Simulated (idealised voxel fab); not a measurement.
Process module, titled voxel air gaps
Cross-section cut: width 175 nm, square cells of 5 nm.
Notation: cross-section as square-cell grid; stated in bands, top first, going down; one or more cell rows per band. Band entry format. Leading values: height of top, height of bottom, nm. Remainder: materials in left-to-right order, each with its width in nm. Special words: "full width" on a single material, which then fills the band edge to edge; "air", empty space. Where do heights start? At 0: under that level the wafer as delivered is made of one material only. And the lowest band has no floor; it just carries on downward, as in "from 0 down". When a width is written as two numbers, as in "30->40", the first number is the width in the top row of cells of the band and the second is the width in its bottom row, and the width changes by the same amount from each row to the next. "no modification" (step): cross-section cells unchanged, all of them. Heads up: "Sealed internal cavities" only lists the empty pockets with no open path to the top that are 8 cells or more, and it writes them as width x height at distance, distance from the left edge, in nm. Heads up: the bit after the settings on a step's line is the simulator's remark on that step. A step line may carry the setting "overlay nm", which, for steps involving a mask, states the distance by which the mask lay to the right of its intended position; negative values denote displacement to the left. Below you will find pairs of cross-sections. In each, one shows the wafer before one process step and the other after it, with the after view ending at the lowest band that changed. Under each pair is the step separating them, along with its settings. Do not assume the pairs form a chain: they can come from different runs of this module on the same starting wafer, and a pair continues from the pair above it only when its "Before the process" entry says so.

## Before the process
- from 60 to 55  30 of TiN; 10 of air; 40 of TiN; 10 of air; 40 of TiN; 10 of air; 35 of TiN
- from 55 to 25  25 of lowk; 5 of TiN; 10 of air; 5 of TiN; 30 of lowk; 5 of TiN; 10 of air; 5 of TiN; 30 of lowk; 5 of TiN; 10 of air; 5 of TiN; 30 of lowk
- from 25 to 20  25 of lowk; 20 of TiN; 30 of lowk; 20 of TiN; 30 of lowk; 20 of TiN; 30 of lowk
- from 20 to 15  SiCN full width
- from 15 to 0  SiO2 full width
- from 0 down  Si full width
- Sealed internal cavities: none

## Cut View, Post-Step
- from 70 to 60  aC full width
- from 60 to 55  30 of TiN; 10 of aC; 40 of TiN; 10 of aC; 40 of TiN; 10 of aC; 35 of TiN
- from 55 to 25  25 of lowk; 5 of TiN; 10 of aC; 5 of TiN; 30 of lowk; 5 of TiN; 10 of aC; 5 of TiN; 30 of lowk; 5 of TiN; 10 of aC; 5 of TiN; 30 of lowk
- below 25: unchanged
- Sealed internal cavities: none
What was done to get from the upper cross-section to the lower one? FILL_DEP, material aC, thk nm 10

Before the process: = after-state of the pair above.

## Cut View, Post-Step
- from 55 to 25  25 of lowk; 5 of TiN; 10 of aC; 5 of TiN; 30 of lowk; 5 of TiN; 10 of aC; 5 of TiN; 30 of lowk; 5 of TiN; 10 of aC; 5 of TiN; 30 of lowk
- below 25: unchanged
- Sealed internal cavities: none
What was done to get from the upper cross-section to the lower one? CMP, height nm 55

Before the process: = after-state of the pair above.

## Cut View, Post-Step
- from 65 to 55  15 of air; 40 of Ru; 10 of air; 40 of Ru; 10 of air; 40 of Ru; 20 of air
- below 55: unchanged
- Sealed internal cavities: none
What was done to get from the upper cross-section to the lower one? EPI, material Ru, thk nm 10

Before the process: = after-state of the pair above.

## Cut View, Post-Step
- from 65 to 55  15 of air; 40 of Ru; 10 of air; 40 of Ru; 10 of air; 40 of Ru; 20 of air
- from 55 to 25  25 of air; 5 of TiN; 10 of aC; 5 of TiN; 30 of air; 5 of TiN; 10 of aC; 5 of TiN; 30 of air; 5 of TiN; 10 of aC; 5 of TiN; 30 of air
- from 25 to 20  25 of air; 20 of TiN; 30 of air; 20 of TiN; 30 of air; 20 of TiN; 30 of air
- below 20: unchanged
- Sealed internal cavities: none
What was done to get from the upper cross-section to the lower one? SELECTIVE_ETCH, etch materials lowk, depth nm 45

Before the process: = after-state of the pair above.

## Cut View, Post-Step
- from 70 to 65  10 of air; 150 of SiCN; 15 of air
- from 65 to 55  10 of air; 5 of SiCN; 40 of Ru; 10 of SiCN; 40 of Ru; 10 of SiCN; 40 of Ru; 5 of SiCN; 15 of air
- from 55 to 50  10 of air; 15 of SiCN; 5 of TiN; 10 of aC; 5 of TiN; 30 of SiCN; 5 of TiN; 10 of aC; 5 of TiN; 30 of SiCN; 5 of TiN; 10 of aC; 5 of TiN; 15 of SiCN; 15 of air
- from 50 to 25  20 of air; 5 of SiCN; 5 of TiN; 10 of aC; 5 of TiN; 5 of SiCN; 20 of air; 5 of SiCN; 5 of TiN; 10 of aC; 5 of TiN; 5 of SiCN; 20 of air; 5 of SiCN; 5 of TiN; 10 of aC; 5 of TiN; 5 of SiCN; 25 of air
- from 25 to 20  25 of SiCN; 20 of TiN; 30 of SiCN; 20 of TiN; 30 of SiCN; 20 of TiN; 30 of SiCN
- below 20: unchanged
- Sealed internal cavities: 20 x 25 at 50; 20 x 25 at 100
What was done to get from the upper cross-section to the lower one? CONFORMAL_DEP, material SiCN, thk nm 5

## Before the process
- from 70 to 55  aC full width
- from 55 to 20  lowk full width
- from 20 to 15  SiCN full width
- from 15 to 0  SiO2 full width
- from 0 down  Si full width
- Sealed internal cavities: none

## Cut View, Post-Step
- from 105 to 70  25 of air; 20 of resist; 30 of air; 20 of resist; 30 of air; 20 of resist; 30 of air
- below 70: unchanged
- Sealed internal cavities: none
What was done to get from the upper cross-section to the lower one? PATTERN, tone cover, mask id LINES, material resist, width nm 20, pitch nm 50, thk nm 35, overlay nm 0

Before the process: = after-state of the pair above.

## Cut View, Post-Step
- from 90 to 70  25 of air; 20 of resist; 30 of air; 20 of resist; 30 of air; 20 of resist; 30 of air
- from 70 to 55  25 of air; 20 of aC; 30 of air; 20 of aC; 30 of air; 20 of aC; 30 of air
- below 55: unchanged
- Sealed internal cavities: none
What was done to get from the upper cross-section to the lower one? DIRECTIONAL_ETCH, etch materials aC, depth nm 15

Before the process: = after-state of the pair above.

## Cut View, Post-Step
- from 70 to 55  25 of air; 20 of aC; 30 of air; 20 of aC; 30 of air; 20 of aC; 30 of air
- below 55: unchanged
- Sealed internal cavities: none
What was done to get from the upper cross-section to the lower one? STRIP, etch materials resist

Before the process: = after-state of the pair above.

## Cut View, Post-Step
- from 70 to 55  25 of air; 20 of aC; 30 of air; 20 of aC; 30 of air; 20 of aC; 30 of air
- from 55 to 20  25 of air; 20 of lowk; 30 of air; 20 of lowk; 30 of air; 20 of lowk; 30 of air
- below 20: unchanged
- Sealed internal cavities: none
What was done to get from the upper cross-section to the lower one? DIRECTIONAL_ETCH, etch materials lowk, depth nm 35

Before the process: = after-state of the pair above.

## Cut View, Post-Step
- from 55 to 20  25 of air; 20 of lowk; 30 of air; 20 of lowk; 30 of air; 20 of lowk; 30 of air
- below 20: unchanged
- Sealed internal cavities: none
What was done to get from the upper cross-section to the lower one? STRIP, etch materials aC

Before the process: = after-state of the pair above.

## Cut View, Post-Step
- from 60 to 55  20 of air; 30 of TiN; 20 of air; 30 of TiN; 20 of air; 30 of TiN; 25 of air
- from 55 to 25  20 of air; 5 of TiN; 20 of lowk; 5 of TiN; 20 of air; 5 of TiN; 20 of lowk; 5 of TiN; 20 of air; 5 of TiN; 20 of lowk; 5 of TiN; 25 of air
- from 25 to 20  25 of TiN; 20 of lowk; 30 of TiN; 20 of lowk; 30 of TiN; 20 of lowk; 30 of TiN
- below 20: unchanged
- Sealed internal cavities: none
What was done to get from the upper cross-section to the lower one? CONFORMAL_DEP, material TiN, thk nm 5

Before the process: = after-state of the pair above.

## Cut View, Post-Step
- from 70 to 60  W full width
- from 60 to 55  20 of W; 30 of TiN; 20 of W; 30 of TiN; 20 of W; 30 of TiN; 25 of W
- from 55 to 25  20 of W; 5 of TiN; 20 of lowk; 5 of TiN; 20 of W; 5 of TiN; 20 of lowk; 5 of TiN; 20 of W; 5 of TiN; 20 of lowk; 5 of TiN; 25 of W
- below 25: unchanged
- Sealed internal cavities: none
What was done to get from the upper cross-section to the lower one? FILL_DEP, material W, thk nm 10

Before the process: = after-state of the pair above.

## Cut View, Post-Step
- from 55 to 25  20 of W; 5 of TiN; 20 of lowk; 5 of TiN; 20 of W; 5 of TiN; 20 of lowk; 5 of TiN; 20 of W; 5 of TiN; 20 of lowk; 5 of TiN; 25 of W
- below 25: unchanged
- Sealed internal cavities: none
What was done to get from the upper cross-section to the lower one? CMP, height nm 55

Before the process: = after-state of the pair above.

## Cut View, Post-Step
- from 65 to 55  Ru full width
- below 55: unchanged
- Sealed internal cavities: none
What was done to get from the upper cross-section to the lower one? EPI, material Ru, thk nm 10

Before the process: = after-state of the pair above.

## Cut View, Post-Step
- from 70 to 65  SiCN full width
- below 65: unchanged
- Sealed internal cavities: none
What was done to get from the upper cross-section to the lower one? CONFORMAL_DEP, material SiCN, thk nm 5
